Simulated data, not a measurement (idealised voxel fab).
The process module presented herein is designated voxel ribs on slabs.
Displayed cross-section: cut, width of 290 nm, square cells sized 5 nm.
How to read a cross-section here: the picture is a grid of square cells, written as bands going from the top down, and any band can span one or more rows of cells.
Within each band entry, the heights of the top and of the bottom of the band appear first, in that order and in nm; the materials of the band then follow from left to right, each with its corresponding width in nm. The designation "everywhere" on a single material indicates that it fills the band from edge to edge; the designation "blank" indicates empty space.
Beneath 0, the wafer as received is one material, and that level is where height counting begins. The lowest band goes on downward without a bottom; it is written like "0 down".
So if you see something like "30..40" for the width, read it as the top row of the band sitting at the first number and the bottom row at the second, with every row in between moving by the same amount as the last.
"remains unaltered" means the step left every cell of the cross-section as it was.
Listed in "Closed void table": every empty space of 8 or more cells without an open way to the top. Form: width x height at distance, the distance being from the left edge, all in nm.
Whatever follows a step's settings on its line is a remark the simulator itself makes about that step.
overlay nm: mask right of planned place by this much (step with mask). Neg. = left.
[Below is the list of planned process steps]
1,RECEIVE with material Si
2,DIRECTIONAL_DEP with material SiO2, thk nm 20
3,DIRECTIONAL_DEP with material polySi, thk nm 15
4,DIRECTIONAL_DEP with material aC, thk nm 15
5,PATTERN with tone cover, mask id RIB, material resist, width nm 15, thk nm 30, overlay nm 0
6,DIRECTIONAL_ETCH with etch materials aC, depth nm 15
7,STRIP with etch materials resist
8,DIRECTIONAL_ETCH with etch materials polySi, depth nm 10
9,STRIP with etch materials aC
10,MASKED_ETCH with tone cover, mask id SLAB, width nm 45, etch materials polySi, depth nm 5, overlay nm 0
11,FILL_DEP with material SiO2, thk nm 25
12,CMP with height nm 55
13,DIRECTIONAL_DEP with material W, thk nm 10
14,DIRECTIONAL_DEP with material aC, thk nm 15
15,PATTERN with tone cover, mask id HEATER, material resist, width nm 25, thk nm 30, overlay nm 0
16,DIRECTIONAL_ETCH with etch materials aC, depth nm 15
17,STRIP with etch materials resist
18,DIRECTIONAL_ETCH with etch materials W, depth nm 10
19,STRIP with etch materials aC
20,CONFORMAL_DEP with material SiN, thk nm 5
[The first of a set of two wafers, run to plan]
[As received (post step 1): cross-section]
    0 down  Si everywhere
    Closed void table: none
[Take a look at the wafer's cross-section after step 2]
    20 to 0  SiO2 everywhere
    below 0: unchanged
[Take a look at the wafer's cross-section after step 3]
    35 to 20  polySi everywhere
    below 20: unchanged
[Take a look at the wafer's cross-section after step 4]
    50 to 35  aC everywhere
    below 35: unchanged
[Take a look at the wafer's cross-section after step 5]
    80 to 50  135 blank | 15 resist | 140 blank
    below 50: unchanged
[Take a look at the wafer's cross-section after step 6]
    65 to 50  135 blank | 15 resist | 140 blank
    50 to 35  135 blank | 15 aC | 140 blank
    below 35: unchanged
[Take a look at the wafer's cross-section after step 7]
    50 to 35  135 blank | 15 aC | 140 blank
    below 35: unchanged
[Take a look at the wafer's cross-section after step 8]
    50 to 35  135 blank | 15 aC | 140 blank
    35 to 25  135 blank | 15 polySi | 140 blank
    below 25: unchanged
[Take a look at the wafer's cross-section after step 9]
    35 to 25  135 blank | 15 polySi | 140 blank
    below 25: unchanged
[Take a look at the wafer's cross-section after step 10]
    35 to 25  135 blank | 15 polySi | 140 blank
    25 to 20  120 blank | 45 polySi | 125 blank
    below 20: unchanged
[Take a look at the wafer's cross-section after step 11]
    60 to 35  SiO2 everywhere
    35 to 25  135 SiO2 | 15 polySi | 140 SiO2
    25 to 20  120 SiO2 | 45 polySi | 125 SiO2
    below 20: unchanged
[Take a look at the wafer's cross-section after step 12]
    55 to 35  SiO2 everywhere
    below 35: unchanged
[Take a look at the wafer's cross-section after step 13]
    65 to 55  W everywhere
    below 55: unchanged
[Take a look at the wafer's cross-section after step 14]
    80 to 65  aC everywhere
    below 65: unchanged
[Take a look at the wafer's cross-section after step 15]
    110 to 80  130 blank | 25 resist | 135 blank
    below 80: unchanged
[Take a look at the wafer's cross-section after step 16]
    95 to 80  130 blank | 25 resist | 135 blank
    80 to 65  130 blank | 25 aC | 135 blank
    below 65: unchanged
[Take a look at the wafer's cross-section after step 17]
    80 to 65  130 blank | 25 aC | 135 blank
    below 65: unchanged
[Take a look at the wafer's cross-section after step 18]
    80 to 65  130 blank | 25 aC | 135 blank
    65 to 55  130 blank | 25 W | 135 blank
    below 55: unchanged
[Take a look at the wafer's cross-section after step 19]
    65 to 55  130 blank | 25 W | 135 blank
    below 55: unchanged
[Take a look at the wafer's cross-section after step 20]
    70 to 65  125 blank | 35 SiN | 130 blank
    65 to 60  125 blank | 5 SiN | 25 W | 5 SiN | 130 blank
    60 to 55  130 SiN | 25 W | 135 SiN
    below 55: unchanged
[Wafer two of two - same starting point, same process plan, one mistake in execution; matches wafer one up to and including step 2]
[At the planned end of step 3, the second wafer in cross-section]
    50 to 20  polySi everywhere
    below 20: unchanged
[At the planned end of step 4, the second wafer in cross-section]
    65 to 50  aC everywhere
    below 50: unchanged
[At the planned end of step 5, the second wafer in cross-section]
    95 to 65  135 blank | 15 resist | 140 blank
    below 65: unchanged
[At the planned end of step 6, the second wafer in cross-section]
    80 to 65  135 blank | 15 resist | 140 blank
    65 to 50  135 blank | 15 aC | 140 blank
    below 50: unchanged
[At the planned end of step 7, the second wafer in cross-section]
    65 to 50  135 blank | 15 aC | 140 blank
    below 50: unchanged
[At the planned end of step 8, the second wafer in cross-section]
    65 to 50  135 blank | 15 aC | 140 blank
    50 to 40  135 blank | 15 polySi | 140 blank
    below 40: unchanged
[At the planned end of step 9, the second wafer in cross-section]
    50 to 40  135 blank | 15 polySi | 140 blank
    below 40: unchanged
[At the planned end of step 10, the second wafer in cross-section]
    50 to 40  135 blank | 15 polySi | 140 blank
    40 to 35  120 blank | 45 polySi | 125 blank
    below 35: unchanged
[At the planned end of step 11, the second wafer in cross-section]
    75 to 50  SiO2 everywhere
    50 to 40  135 SiO2 | 15 polySi | 140 SiO2
    40 to 35  120 SiO2 | 45 polySi | 125 SiO2
    below 35: unchanged
[At the planned end of step 12, the second wafer in cross-section]
    55 to 50  SiO2 everywhere
    below 50: unchanged
[At the planned end of step 13, the second wafer in cross-section]
    65 to 55  W everywhere
    below 55: unchanged
[At the planned end of step 14, the second wafer in cross-section]
    80 to 65  aC everywhere
    below 65: unchanged
[At the planned end of step 15, the second wafer in cross-section]
    110 to 80  130 blank | 25 resist | 135 blank
    below 80: unchanged
[At the planned end of step 16, the second wafer in cross-section]
    95 to 80  130 blank | 25 resist | 135 blank
    80 to 65  130 blank | 25 aC | 135 blank
    below 65: unchanged
[At the planned end of step 17, the second wafer in cross-section]
    80 to 65  130 blank | 25 aC | 135 blank
    below 65: unchanged
[At the planned end of step 18, the second wafer in cross-section]
    80 to 65  130 blank | 25 aC | 135 blank
    65 to 55  130 blank | 25 W | 135 blank
    below 55: unchanged
[At the planned end of step 19, the second wafer in cross-section]
    65 to 55  130 blank | 25 W | 135 blank
    below 55: unchanged
[At the planned end of step 20, the second wafer in cross-section]
    70 to 65  125 blank | 35 SiN | 130 blank
    65 to 60  125 blank | 5 SiN | 25 W | 5 SiN | 130 blank
    60 to 55  130 SiN | 25 W | 135 SiN
    below 55: unchanged
Deviation from plan: heads up, step 3 of the plan got done twice
at the end the second wafer has, in cells: 174 fewer of SiO2 | 174 more of polySi
